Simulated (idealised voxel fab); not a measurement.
Module name: voxel wiring stack (process module)
The figure presents cross-section cut, which has a width of 140 nm and is divided into square cells with an edge length of 5 nm.
In this document a cross-section is written as a grid of square cells. It is given as a series of bands, listed from the top down, and a band is one or more rows of cells. Each band's line starts with the height of the band's top and of its bottom, in nm. Then come its materials from left to right, each with its width in nm. One material with "all across" fills the band from edge to edge. "air" is empty space. The reference from which all heights are counted is 0, the level beneath which the as-received wafer is entirely one material; the lowest band, having no lower bound, proceeds downward and is written after the example "0 down". Width: "30->40" (first number = top row, second number = bottom row, same change from row to row of cells). "changes: none" means the step left every cell of the cross-section as it was. Sealed internal voids: empty space of 8 cells or more with no open way to the top, each as width x height at its distance from the left edge, in nm. It should be noted that, on the line of a given step, the content following the step's settings is a remark produced by the simulator itself with respect to that step. A step's line can hold "overlay nm"; with a mask on that step, the setting says how far right of the planned place the mask lay, while a negative setting says it lay to the left.

The process steps that were planned are listed below
1. RECEIVE: material Si
2. CONFORMAL_DEP: material SiO2, thk nm 10
3. CONFORMAL_DEP: material SiCN, thk nm 5
4. DIRECTIONAL_DEP: material SiO2, thk nm 25
5. MASKED_ETCH: tone open, mask id METAL_1, width nm 20, pitch nm 35, etch materials SiO2, depth nm 25, overlay nm 0
6. MASKED_ETCH: tone open, mask id METAL_1, width nm 20, pitch nm 35, etch materials SiCN, depth nm 5, overlay nm 0
7. CONFORMAL_DEP: material TiN, thk nm 5
8. FILL_DEP: material W, thk nm 10
9. CMP: height nm 40
10. EPI: material Ru, thk nm 5
11. FILL_DEP: material SiCN, thk nm 5
12. DIRECTIONAL_DEP: material lowk, thk nm 10
13. PATTERN: tone open, mask id PLUG_1, material resist, width nm 15, pitch nm 70, thk nm 20, overlay nm 0
14. DIRECTIONAL_ETCH: etch materials lowk, depth nm 10
15. DIRECTIONAL_ETCH: etch materials SiCN, depth nm 5
16. STRIP: etch materials resist
17. CONFORMAL_DEP: material TiN, thk nm 5
18. FILL_DEP: material W, thk nm 5
19. CMP: height nm 60
20. DIRECTIONAL_DEP: material TiN, thk nm 5
21. DIRECTIONAL_DEP: material Ru, thk nm 20
22. MASKED_ETCH: tone cover, mask id METAL_2, width nm 20, pitch nm 35, etch materials Ru, depth nm 20, overlay nm 0
23. MASKED_ETCH: tone cover, mask id METAL_2, width nm 20, pitch nm 35, etch materials TiN, depth nm 5, overlay nm 0
24. CONFORMAL_DEP: material SiN, thk nm 5
25. FILL_DEP: material lowk, thk nm 10
26. CMP: height nm 85
27. CONFORMAL_DEP: material SiCN, thk nm 5
28. DIRECTIONAL_DEP: material SiO2, thk nm 35
29. PATTERN: tone open, mask id METAL_3, material resist, width nm 20, pitch nm 35, thk nm 15, overlay nm 0
30. DIRECTIONAL_ETCH: etch materials SiO2, depth nm 20
31. STRIP: etch materials resist
32. PATTERN: tone open, mask id METAL_3_HOLES, material resist, width nm 15, pitch nm 35, thk nm 15, overlay nm 0
33. DIRECTIONAL_ETCH: etch materials SiO2, depth nm 15
34. DIRECTIONAL_ETCH: etch materials SiCN, depth nm 5
35. STRIP: etch materials resist
36. CONFORMAL_DEP: material TiN, thk nm 5
37. FILL_DEP: material Cu, thk nm 10
38. CMP: height nm 125
39. CONFORMAL_DEP: material SiN, thk nm 5

The first wafer of two, processed as planned

Cross-section of the wafer as it came to us, i.e., already through step 1
> 0 down  Si all across
> Sealed internal voids: none

After step 2: wafer cross-section
> 10 to 0  SiO2 all across
> For the remainder of the cross-section, below 0, there is no change.

After step 3: wafer cross-section
> 15 to 10  SiCN all across
> For the remainder of the cross-section, below 10, there is no change.

After step 4: wafer cross-section
> 40 to 15  SiO2 all across
> For the remainder of the cross-section, below 15, there is no change.

After step 5: wafer cross-section
> 40 to 15  SiO2=25  air=20  SiO2=15  air=20  SiO2=15  air=20  SiO2=25
> For the remainder of the cross-section, below 15, there is no change.

After step 6: wafer cross-section
> 40 to 15  SiO2=25  air=20  SiO2=15  air=20  SiO2=15  air=20  SiO2=25
> 15 to 10  SiCN=25  air=20  SiCN=15  air=20  SiCN=15  air=20  SiCN=25
> For the remainder of the cross-section, below 10, there is no change.

After step 7: wafer cross-section
> 45 to 40  TiN=30  air=10  TiN=25  air=10  TiN=25  air=10  TiN=30
> 40 to 15  SiO2=25  TiN=5  air=10  TiN=5  SiO2=15  TiN=5  air=10  TiN=5  SiO2=15  TiN=5  air=10  TiN=5  SiO2=25
> 15 to 10  SiCN=25  TiN=20  SiCN=15  TiN=20  SiCN=15  TiN=20  SiCN=25
> For the remainder of the cross-section, below 10, there is no change.

After step 8: wafer cross-section
> 55 to 45  W all across
> 45 to 40  TiN=30  W=10  TiN=25  W=10  TiN=25  W=10  TiN=30
> 40 to 15  SiO2=25  TiN=5  W=10  TiN=5  SiO2=15  TiN=5  W=10  TiN=5  SiO2=15  TiN=5  W=10  TiN=5  SiO2=25
> For the remainder of the cross-section, below 15, there is no change.

After step 9: wafer cross-section
> 40 to 15  SiO2=25  TiN=5  W=10  TiN=5  SiO2=15  TiN=5  W=10  TiN=5  SiO2=15  TiN=5  W=10  TiN=5  SiO2=25
> For the remainder of the cross-section, below 15, there is no change.

After step 10: wafer cross-section
> 45 to 40  air=20  Ru=30  air=5  Ru=30  air=5  Ru=30  air=20
> For the remainder of the cross-section, below 40, there is no change.

After step 11: wafer cross-section
> 50 to 45  SiCN all across
> 45 to 40  SiCN=20  Ru=30  SiCN=5  Ru=30  SiCN=5  Ru=30  SiCN=20
> For the remainder of the cross-section, below 40, there is no change.

After step 12: wafer cross-section
> 60 to 50  lowk all across
> For the remainder of the cross-section, below 50, there is no change.

After step 13: wafer cross-section
> 80 to 60  resist=25  air=15  resist=55  air=15  resist=30
> For the remainder of the cross-section, below 60, there is no change.

After step 14: wafer cross-section
> 80 to 60  resist=25  air=15  resist=55  air=15  resist=30
> 60 to 50  lowk=25  air=15  lowk=55  air=15  lowk=30
> For the remainder of the cross-section, below 50, there is no change.

After step 15: wafer cross-section
> 80 to 60  resist=25  air=15  resist=55  air=15  resist=30
> 60 to 50  lowk=25  air=15  lowk=55  air=15  lowk=30
> 50 to 45  SiCN=25  air=15  SiCN=55  air=15  SiCN=30
> For the remainder of the cross-section, below 45, there is no change.

After step 16: wafer cross-section
> 60 to 50  lowk=25  air=15  lowk=55  air=15  lowk=30
> For the remainder of the cross-section, below 50, there is no change.

After step 17: wafer cross-section
> 65 to 60  TiN=30  air=5  TiN=65  air=5  TiN=35
> 60 to 50  lowk=25  TiN=5  air=5  TiN=5  lowk=55  TiN=5  air=5  TiN=5  lowk=30
> 50 to 45  SiCN=25  TiN=15  SiCN=55  TiN=15  SiCN=30
> For the remainder of the cross-section, below 45, there is no change.

After step 18: wafer cross-section
> 70 to 65  W all across
> 65 to 60  TiN=30  W=5  TiN=65  W=5  TiN=35
> 60 to 50  lowk=25  TiN=5  W=5  TiN=5  lowk=55  TiN=5  W=5  TiN=5  lowk=30
> For the remainder of the cross-section, below 50, there is no change.

After step 19: wafer cross-section
> 60 to 50  lowk=25  TiN=5  W=5  TiN=5  lowk=55  TiN=5  W=5  TiN=5  lowk=30
> For the remainder of the cross-section, below 50, there is no change.

After step 20: wafer cross-section
> 65 to 60  TiN all across
> For the remainder of the cross-section, below 60, there is no change.

After step 21: wafer cross-section
> 85 to 65  Ru all across
> For the remainder of the cross-section, below 65, there is no change.

After step 22: wafer cross-section
> 85 to 65  air=25  Ru=20  air=15  Ru=20  air=15  Ru=20  air=25
> For the remainder of the cross-section, below 65, there is no change.

After step 23: wafer cross-section
> 85 to 65  air=25  Ru=20  air=15  Ru=20  air=15  Ru=20  air=25
> 65 to 60  air=25  TiN=20  air=15  TiN=20  air=15  TiN=20  air=25
> For the remainder of the cross-section, below 60, there is no change.

After step 24: wafer cross-section
> 90 to 85  air=20  SiN=30  air=5  SiN=30  air=5  SiN=30  air=20
> 85 to 65  air=20  SiN=5  Ru=20  SiN=5  air=5  SiN=5  Ru=20  SiN=5  air=5  SiN=5  Ru=20  SiN=5  air=20
> 65 to 60  SiN=25  TiN=20  SiN=15  TiN=20  SiN=15  TiN=20  SiN=25
> For the remainder of the cross-section, below 60, there is no change.

After step 25: wafer cross-section
> 100 to 90  lowk all across
> 90 to 85  lowk=20  SiN=30  lowk=5  SiN=30  lowk=5  SiN=30  lowk=20
> 85 to 65  lowk=20  SiN=5  Ru=20  SiN=5  lowk=5  SiN=5  Ru=20  SiN=5  lowk=5  SiN=5  Ru=20  SiN=5  lowk=20
> For the remainder of the cross-section, below 65, there is no change.

After step 26: wafer cross-section
> 85 to 65  lowk=20  SiN=5  Ru=20  SiN=5  lowk=5  SiN=5  Ru=20  SiN=5  lowk=5  SiN=5  Ru=20  SiN=5  lowk=20
> For the remainder of the cross-section, below 65, there is no change.

After step 27: wafer cross-section
> 90 to 85  SiCN all across
> For the remainder of the cross-section, below 85, there is no change.

After step 28: wafer cross-section
> 125 to 90  SiO2 all across
> For the remainder of the cross-section, below 90, there is no change.

After step 29: wafer cross-section
> 140 to 125  resist=25  air=20  resist=15  air=20  resist=15  air=20  resist=25
> For the remainder of the cross-section, below 125, there is no change.

After step 30: wafer cross-section
> 140 to 125  resist=25  air=20  resist=15  air=20  resist=15  air=20  resist=25
> 125 to 105  SiO2=25  air=20  SiO2=15  air=20  SiO2=15  air=20  SiO2=25
> For the remainder of the cross-section, below 105, there is no change.

After step 31: wafer cross-section
> 125 to 105  SiO2=25  air=20  SiO2=15  air=20  SiO2=15  air=20  SiO2=25
> For the remainder of the cross-section, below 105, there is no change.

After step 32: wafer cross-section
> 140 to 125  resist=25  air=15  resist=20  air=15  resist=20  air=15  resist=30
> 125 to 105  SiO2=25  air=15  resist=5  SiO2=15  air=15  resist=5  SiO2=15  air=15  resist=5  SiO2=25
> For the remainder of the cross-section, below 105, there is no change.

After step 33: wafer cross-section
> 140 to 125  resist=25  air=15  resist=20  air=15  resist=20  air=15  resist=30
> 125 to 105  SiO2=25  air=15  resist=5  SiO2=15  air=15  resist=5  SiO2=15  air=15  resist=5  SiO2=25
> 105 to 90  SiO2=25  air=15  SiO2=20  air=15  SiO2=20  air=15  SiO2=30
> For the remainder of the cross-section, below 90, there is no change.

After step 34: wafer cross-section
> 140 to 125  resist=25  air=15  resist=20  air=15  resist=20  air=15  resist=30
> 125 to 105  SiO2=25  air=15  resist=5  SiO2=15  air=15  resist=5  SiO2=15  air=15  resist=5  SiO2=25
> 105 to 90  SiO2=25  air=15  SiO2=20  air=15  SiO2=20  air=15  SiO2=30
> 90 to 85  SiCN=25  air=15  SiCN=20  air=15  SiCN=20  air=15  SiCN=30
> For the remainder of the cross-section, below 85, there is no change.

After step 35: wafer cross-section
> 125 to 105  SiO2=25  air=20  SiO2=15  air=20  SiO2=15  air=20  SiO2=25
> For the remainder of the cross-section, below 105, there is no change.

After step 36: wafer cross-section
> 130 to 125  TiN=30  air=10  TiN=25  air=10  TiN=25  air=10  TiN=30
> 125 to 110  SiO2=25  TiN=5  air=10  TiN=5  SiO2=15  TiN=5  air=10  TiN=5  SiO2=15  TiN=5  air=10  TiN=5  SiO2=25
> 110 to 105  SiO2=25  TiN=5  air=5  TiN=10  SiO2=15  TiN=5  air=5  TiN=10  SiO2=15  TiN=5  air=5  TiN=10  SiO2=25
> 105 to 90  SiO2=25  TiN=5  air=5  TiN=5  SiO2=20  TiN=5  air=5  TiN=5  SiO2=20  TiN=5  air=5  TiN=5  SiO2=30
> 90 to 85  SiCN=25  TiN=15  SiCN=20  TiN=15  SiCN=20  TiN=15  SiCN=30
> For the remainder of the cross-section, below 85, there is no change.

After step 37: wafer cross-section
> 140 to 130  Cu all across
> 130 to 125  TiN=30  Cu=10  TiN=25  Cu=10  TiN=25  Cu=10  TiN=30
> 125 to 110  SiO2=25  TiN=5  Cu=10  TiN=5  SiO2=15  TiN=5  Cu=10  TiN=5  SiO2=15  TiN=5  Cu=10  TiN=5  SiO2=25
> 110 to 105  SiO2=25  TiN=5  Cu=5  TiN=10  SiO2=15  TiN=5  Cu=5  TiN=10  SiO2=15  TiN=5  Cu=5  TiN=10  SiO2=25
> 105 to 90  SiO2=25  TiN=5  Cu=5  TiN=5  SiO2=20  TiN=5  Cu=5  TiN=5  SiO2=20  TiN=5  Cu=5  TiN=5  SiO2=30
> For the remainder of the cross-section, below 90, there is no change.

After step 38: wafer cross-section
> 125 to 110  SiO2=25  TiN=5  Cu=10  TiN=5  SiO2=15  TiN=5  Cu=10  TiN=5  SiO2=15  TiN=5  Cu=10  TiN=5  SiO2=25
> For the remainder of the cross-section, below 110, there is no change.

After step 39: wafer cross-section
> 130 to 125  SiN all across
> For the remainder of the cross-section, below 125, there is no change.

Second wafer. Start and plan as for the first. One mistake made in running. Agrees with the first up to and including step 31

Second wafer cross-section, taken as of the time the plan sets for step 32 to be done
> 140 to 125  air=25  resist=15  air=20  resist=15  air=20  resist=15  air=30
> 125 to 105  SiO2=25  resist=15  air=5  SiO2=15  resist=15  air=5  SiO2=15  resist=15  air=5  SiO2=25
> For the remainder of the cross-section, below 105, there is no change.

Second wafer cross-section, taken as of the time the plan sets for step 33 to be done
> 140 to 110  air=25  resist=15  air=20  resist=15  air=20  resist=15  air=30
> 110 to 105  SiO2=25  resist=15  air=5  SiO2=15  resist=15  air=5  SiO2=15  resist=15  air=5  SiO2=25
> 105 to 90  SiO2=40  air=5  SiO2=30  air=5  SiO2=30  air=5  SiO2=25
> For the remainder of the cross-section, below 90, there is no change.

Second wafer cross-section, taken as of the time the plan sets for step 34 to be done
> 140 to 110  air=25  resist=15  air=20  resist=15  air=20  resist=15  air=30
> 110 to 105  SiO2=25  resist=15  air=5  SiO2=15  resist=15  air=5  SiO2=15  resist=15  air=5  SiO2=25
> 105 to 90  SiO2=40  air=5  SiO2=30  air=5  SiO2=30  air=5  SiO2=25
> 90 to 85  SiCN=40  air=5  SiCN=30  air=5  SiCN=30  air=5  SiCN=25
> For the remainder of the cross-section, below 85, there is no change.

Second wafer cross-section, taken as of the time the plan sets for step 35 to be done
> 110 to 105  SiO2=25  air=20  SiO2=15  air=20  SiO2=15  air=20  SiO2=25
> For the remainder of the cross-section, below 105, there is no change.

Second wafer cross-section, taken as of the time the plan sets for step 36 to be done
> 115 to 110  TiN=30  air=10  TiN=25  air=10  TiN=25  air=10  TiN=30
> 110 to 105  SiO2=25  TiN=20  SiO2=15  TiN=20  SiO2=15  TiN=20  SiO2=25
> 105 to 90  SiO2=40  TiN=5  SiO2=30  TiN=5  SiO2=30  TiN=5  SiO2=25
> 90 to 85  SiCN=40  TiN=5  SiCN=30  TiN=5  SiCN=30  TiN=5  SiCN=25
> For the remainder of the cross-section, below 85, there is no change.

Second wafer cross-section, taken as of the time the plan sets for step 37 to be done
> 125 to 115  Cu all across
> 115 to 110  TiN=30  Cu=10  TiN=25  Cu=10  TiN=25  Cu=10  TiN=30
> For the remainder of the cross-section, below 110, there is no change.

Second wafer cross-section, taken as of the time the plan sets for step 38 to be done: changes: none

Second wafer cross-section, taken as of the time the plan sets for step 39 to be done
> 130 to 125  SiN all across
> For the remainder of the cross-section, below 125, there is no change.
The mistake made against the process plan was this: step 32 was processed under conditions differing from the plan, specifically as PATTERN: tone cover, mask id METAL_3_HOLES, material resist, width nm 15, pitch nm 35, thk nm 15, overlay nm 0
at the end the second wafer has, in cells: Cu +32 | SiCN +6 | SiO2 -30 | TiN -8
